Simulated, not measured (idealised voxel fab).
The process module presented herein is designated voxel air gaps.
Pictured: cross-section cut, 275 nm wide, on a grid of 5 nm square cells.
The cross-sections in this document take the form of a grid made of square cells. They are written out as bands, in order from top to bottom. Each band consists of one or more rows of cells.
Quick guide to a band line: top height, bottom height (nm) up front; then every material left to right with its width in nm. Only one material and it's marked "throughout"? Then it fills the band edge to edge. And "blank" just means empty space.
Heights are expressed relative to 0, this being the level below which the as-received wafer comprises one material exclusively. The lowest band is unbounded in the downward direction and is denoted as in "0..down".
Think of "30->40" as a width that walks from the first number to the second as you go down the band, top row to bottom row, taking equal-sized steps from row to row.
"remains unaltered" means the step left every cell of the cross-section as it was.
Reported under the label "Closed internal cavities" are the empty spaces having no open way to the top and comprising 8 cells or more; the notation for each is width x height at distance, in which the distance is measured from the left edge and all three values are in nm.
Anything after a step's settings on that line? It's the simulator's own note about the step.
overlay nm: mask right of planned place by this much (step with mask). Neg. = left.
This section lists the process steps that were planned
1 op RECEIVE | material Si
2 op CONFORMAL_DEP | material SiO2 | thk nm 10
3 op CONFORMAL_DEP | material SiCN | thk nm 5
4 op DIRECTIONAL_DEP | material SiO2 | thk nm 35
5 op MASKED_ETCH | tone open | mask id LINES | width nm 15 | pitch nm 45 | etch materials SiO2 | depth nm 35 | overlay nm 0
6 op CONFORMAL_DEP | material TiN | thk nm 5
7 op FILL_DEP | material Ru | thk nm 5
8 op CMP | height nm 50
9 op EPI | material Ru | thk nm 10
10 op SELECTIVE_ETCH | etch materials SiO2 | depth nm 45
11 op CONFORMAL_DEP | material SiCN | thk nm 5
Where the wafers of this document differ is in the width nm of step 5; they start out the same, and the plan states the value that applied to the first wafer.
Step 1 complete: as-received cross-section of the first of several wafers
> 0..down  Si throughout
> Closed internal cavities: none
Once step 11, the last step, is complete, the module is at its end; this is the cross-section of the first of several wafers
> 65..60  blank 70 nm; SiCN 135 nm; blank 70 nm
> 60..50  blank 70 nm; SiCN 5 nm; Ru 35 nm; SiCN 10 nm; Ru 35 nm; SiCN 10 nm; Ru 35 nm; SiCN 5 nm; blank 70 nm
> 50..45  blank 70 nm; SiCN 15 nm; TiN 5 nm; Ru 5 nm; TiN 5 nm; SiCN 30 nm; TiN 5 nm; Ru 5 nm; TiN 5 nm; SiCN 30 nm; TiN 5 nm; Ru 5 nm; TiN 5 nm; SiCN 15 nm; blank 70 nm
> 45..20  blank 80 nm; SiCN 5 nm; TiN 5 nm; Ru 5 nm; TiN 5 nm; SiCN 5 nm; blank 20 nm; SiCN 5 nm; TiN 5 nm; Ru 5 nm; TiN 5 nm; SiCN 5 nm; blank 20 nm; SiCN 5 nm; TiN 5 nm; Ru 5 nm; TiN 5 nm; SiCN 5 nm; blank 80 nm
> 20..15  SiCN 85 nm; TiN 15 nm; SiCN 30 nm; TiN 15 nm; SiCN 30 nm; TiN 15 nm; SiCN 85 nm
> 15..10  SiCN throughout
> 10..0  SiO2 throughout
> 0..down  Si throughout
> Closed internal cavities: 20 x 25 at 105; 20 x 25 at 150
Final wafer of several, shown in cross-section at the end of the module
> 65..60  blank 60 nm; SiCN 150 nm; blank 65 nm
> 60..50  blank 60 nm; SiCN 5 nm; Ru 140 nm; SiCN 5 nm; blank 65 nm
> 50..45  blank 60 nm; SiCN 15 nm; TiN 5 nm; Ru 20 nm; TiN 5 nm; SiO2 15 nm; TiN 5 nm; Ru 20 nm; TiN 5 nm; SiO2 15 nm; TiN 5 nm; Ru 20 nm; TiN 5 nm; SiCN 15 nm; blank 65 nm
> 45..20  blank 70 nm; SiCN 5 nm; TiN 5 nm; Ru 20 nm; TiN 5 nm; SiO2 15 nm; TiN 5 nm; Ru 20 nm; TiN 5 nm; SiO2 15 nm; TiN 5 nm; Ru 20 nm; TiN 5 nm; SiCN 5 nm; blank 75 nm
> 20..15  SiCN 75 nm; TiN 30 nm; SiO2 15 nm; TiN 30 nm; SiO2 15 nm; TiN 30 nm; SiCN 80 nm
> 15..10  SiCN throughout
> 10..0  SiO2 throughout
> 0..down  Si throughout
> Closed internal cavities: none
Per wafer, end of module: cells gained (+) or lost (-) per material since receipt, then closed voids
width nm 15 | +60 Ru | +188 SiCN | +110 SiO2 | +45 TiN | Closed internal cavities: 20 x 25 at 105; 20 x 25 at 150
width nm 20 | +84 Ru | +180 SiCN | +110 SiO2 | +48 TiN | Closed internal cavities: 15 x 25 at 105; 15 x 25 at 150
width nm 25 | +108 Ru | +136 SiCN | +166 SiO2 | +51 TiN | Closed internal cavities: none
width nm 30 | +128 Ru | +136 SiCN | +152 SiO2 | +54 TiN | Closed internal cavities: none
